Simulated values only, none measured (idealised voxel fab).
process module | voxel gate over fins
cross-section cut | 255 nm wide | cells 5 nm
A cross-section is a grid of square cells, given in bands from the top down. A band is one or more rows of cells.
Each band's line starts with the height of the band's top and of its bottom, in nm. Then come its materials from left to right, each with its width in nm. One material with "throughout" fills the band from edge to edge. "air" is empty space.
Height 0 is the level under which the wafer as received is all one material. The lowest band goes on downwards, as in "0 down".
A width such as "30 to 40" changes by the same amount from each row of cells to the next, from the band's top row to its bottom row.
"no change" after a step means that no cell of the cross-section changed.
closed voids: empty space of 8 cells or more with no open way to the top, each as width x height at its distance from the left edge, in nm
after a step's settings: what the simulator itself notes on the step
overlay nm, on a step with a mask: how far to the right of its planned place the mask lay; to the left if negative
plan
1 op RECEIVE | material Si
2 op CONFORMAL_DEP | material SiN | thk nm 10
3 op MASKED_ETCH | tone cover | mask id FINS | width nm 15 | pitch nm 50 | etch materials SiN | depth nm 10 | overlay nm 0
4 op MASKED_ETCH | tone cover | mask id FINS | width nm 15 | pitch nm 50 | etch materials Si | depth nm 35 | overlay nm 0
5 op OXIDIZE | depth nm 5
6 op FILL_DEP | material SiO2 | thk nm 15
7 op CMP | height nm 10
8 op DIRECTIONAL_DEP | material aC | thk nm 10
9 op PATTERN | tone open | mask id RAIL | material resist | width nm 15 | thk nm 30 | overlay nm 0
10 op DIRECTIONAL_ETCH | etch materials aC | depth nm 10
11 op STRIP | etch materials resist
12 op DIRECTIONAL_ETCH | etch materials SiO2 | depth nm 40
13 op STRIP | etch materials aC
14 op CONFORMAL_DEP | material TiN | thk nm 5
15 op FILL_DEP | material W | thk nm 10
16 op CMP | height nm 10
17 op SELECTIVE_ETCH | etch materials W Ru TiN | depth nm 30
18 op FILL_DEP | material SiO2 | thk nm 5
19 op CMP | height nm 10
20 op SELECTIVE_ETCH | etch materials SiO2 | depth nm 20
21 op STRIP | etch materials SiN
22 op CONFORMAL_DEP | material HfO2 | thk nm 5
23 op CONFORMAL_DEP | material TiN | thk nm 5
24 op CONFORMAL_DEP | material TiAl | thk nm 5
25 op CONFORMAL_DEP | material TiN | thk nm 5
26 op FILL_DEP | material W | thk nm 15
27 op CMP | height nm 30
28 op CONFORMAL_DEP | material SiN | thk nm 5
varied across the wafers: width nm of step 3. The plan shows the first wafer's value. All wafers start alike
first wafer as received, after step 1
  0 down: Si throughout
  closed voids: none
first wafer at the end, after step 28
  35 to 30: SiN throughout
  30 to 20: W throughout
  20 to 15: W 80 | TiN 45 | W 5 | TiN 45 | W 80
  15 to 10: W 80 | TiN 5 | TiAl 35 | TiN 5 | W 5 | TiN 5 | TiAl 35 | TiN 5 | W 80
  10 to 5: TiN 85 | TiAl 5 | TiN 25 | TiAl 5 | TiN 15 | TiAl 5 | TiN 25 | TiAl 5 | TiN 85
  5 to 0: TiAl 90 | TiN 5 | HfO2 15 | TiN 5 | TiAl 25 | TiN 5 | HfO2 15 | TiN 5 | TiAl 90
  0 to -5: TiN 95 | HfO2 5 | Si 5 | HfO2 5 | TiN 35 | HfO2 5 | Si 5 | HfO2 5 | TiN 95
  -5 to -10: HfO2 100 | Si 5 | HfO2 45 | Si 5 | HfO2 100
  -10 to -20: SiO2 100 | Si 5 | SiO2 45 | Si 5 | SiO2 100
  -20 to -25: SiO2 100 | Si 5 | SiO2 15 | TiN 5 | W 5 | TiN 5 | SiO2 15 | Si 5 | SiO2 100
  -25 to -30: SiO2 100 | Si 5 | SiO2 15 | TiN 15 | SiO2 15 | Si 5 | SiO2 100
  -30 to -40: SiO2 100 | Si 5 | SiO2 45 | Si 5 | SiO2 100
  -40 down: Si throughout
  closed voids: none
last wafer at the end
  35 to 30: SiN throughout
  30 to 20: W throughout
  20 to 15: W 75 | TiN 110 | W 70
  15 to 10: W 75 | TiN 5 | TiAl 100 | TiN 5 | W 70
  10 to 5: TiN 80 | TiAl 5 | TiN 40 | TiAl 10 | TiN 40 | TiAl 5 | TiN 75
  5 to 0: TiAl 85 | TiN 5 | HfO2 30 | TiN 5 | TiAl 10 | TiN 5 | HfO2 30 | TiN 5 | TiAl 80
  0 to -5: TiN 90 | HfO2 5 | Si 20 | HfO2 5 | TiN 20 | HfO2 5 | Si 20 | HfO2 5 | TiN 85
  -5 to -10: HfO2 95 | Si 20 | HfO2 30 | Si 20 | HfO2 90
  -10 to -20: SiO2 95 | Si 20 | SiO2 30 | Si 20 | SiO2 90
  -20 to -25: SiO2 95 | Si 20 | SiO2 5 | TiN 5 | W 5 | TiN 5 | SiO2 10 | Si 20 | SiO2 90
  -25 to -30: SiO2 95 | Si 20 | SiO2 5 | TiN 15 | SiO2 10 | Si 20 | SiO2 90
  -30 to -40: SiO2 95 | Si 20 | SiO2 30 | Si 20 | SiO2 90
  -40 down: Si throughout
  closed voids: none
each wafer at the end: cells of each material gained (+) or lost (-) since it was received, then its closed voids
width nm 15 | +59 HfO2 | -392 Si | +51 SiN | +288 SiO2 | +59 TiAl | +123 TiN | +169 W | closed voids: none
width nm 20 | +59 HfO2 | -376 Si | +51 SiN | +276 SiO2 | +59 TiAl | +123 TiN | +165 W | closed voids: none
width nm 25 | +59 HfO2 | -360 Si | +51 SiN | +264 SiO2 | +59 TiAl | +121 TiN | +163 W | closed voids: none
width nm 30 | +59 HfO2 | -344 Si | +51 SiN | +252 SiO2 | +59 TiAl | +119 TiN | +161 W | closed voids: none
